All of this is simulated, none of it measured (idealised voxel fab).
Process module heading - voxel released beams
Cross-section cut: width 160 nm, square cells of 5 nm.
When this document writes out a cross-section, it uses a grid of square cells and lists it as bands, beginning at the top and moving down, with a band standing for one or more rows of cells.
Within each band entry, the heights of the top and of the bottom of the band appear first, in that order and in nm; the materials of the band then follow from left to right, each with its corresponding width in nm. The designation "throughout" on a single material indicates that it fills the band from edge to edge; the designation "air" indicates empty space.
Measure heights from 0. That's the level where, below it, the as-received wafer is all one material. The lowest band is bottomless and extends downward; write it as in "0 nm and below".
A width given as "30->40" starts at the first number in the band's top row and ends at the second number in its bottom row, shifting by an equal amount at every step from row to row.
Take "identical to before" at face value: in the step it is given for, the cross-section changed in none of its cells.
The label "Enclosed void catalog" introduces a list of the empty spaces, 8 cells or larger, that have no open way up to the top; each entry in it reads width x height at distance, where the distance is taken from the left edge and all three are stated in nm.
Note: text after step settings on the step line = simulator remark on that step.
Among the settings permitted on a step's line is "overlay nm"; applied to a step with a mask, it specifies the extent to which the mask lay to the right of its planned position, whereas a negative figure signifies a position to the left.
# Here's what the planned process steps look like
- 1: RECEIVE (material Si)
- 2: CONFORMAL_DEP (material Al2O3; thk nm 5)
- 3: DIRECTIONAL_DEP (material SiO2; thk nm 10)
- 4: DIRECTIONAL_DEP (material aC; thk nm 15)
- 5: PATTERN (tone open; mask id ANCHOR; material resist; width nm 15; thk nm 30; overlay nm 0)
- 6: DIRECTIONAL_ETCH (etch materials aC; depth nm 15)
- 7: STRIP (etch materials resist)
- 8: DIRECTIONAL_ETCH (etch materials SiO2; depth nm 10)
- 9: STRIP (etch materials aC)
- 10: CONFORMAL_DEP (material polySi; thk nm 10)
- 11: DIRECTIONAL_DEP (material aC; thk nm 10)
- 12: PATTERN (tone cover; mask id BEAM; material resist; width nm 85; thk nm 25; overlay nm 0)
- 13: DIRECTIONAL_ETCH (etch materials aC; depth nm 10)
- 14: STRIP (etch materials resist)
- 15: DIRECTIONAL_ETCH (etch materials polySi; depth nm 10)
- 16: STRIP (etch materials aC)
- 17: STRIP (etch materials SiO2)
Across this set of wafers, the varied parameter is the width nm of step 5. Starting conditions are identical for every wafer, and the plan reports the value assigned to the first wafer.
# Cut through the first of several wafers as received, post step 1
0 nm and below = Si throughout
Enclosed void catalog: none
# Cross-section of the first of several wafers once the module has run through its last step, step 17
25 nm to 15 nm = 35 air, 85 polySi, 40 air
15 nm to 5 nm = 45 air, 15 polySi, 100 air
5 nm to 0 nm = Al2O3 throughout
0 nm and below = Si throughout
Enclosed void catalog: none
# The last wafer as seen in cross-section at the end of the module
25 nm to 15 nm = 35 air, 10 polySi, 20 air, 55 polySi, 40 air
15 nm to 5 nm = 35 air, 40 polySi, 85 air
5 nm to 0 nm = Al2O3 throughout
0 nm and below = Si throughout
Enclosed void catalog: none
# Rows = wafers. At module end, each row lists per material the cells gained (+) or lost (-) since the wafer was received, then the closed voids
width nm 15; +32 Al2O3; +40 polySi; Enclosed void catalog: none
width nm 20; +32 Al2O3; +42 polySi; Enclosed void catalog: none
width nm 25; +32 Al2O3; +42 polySi; Enclosed void catalog: none
width nm 30; +32 Al2O3; +42 polySi; Enclosed void catalog: none
width nm 35; +32 Al2O3; +42 polySi; Enclosed void catalog: none
width nm 40; +32 Al2O3; +42 polySi; Enclosed void catalog: none
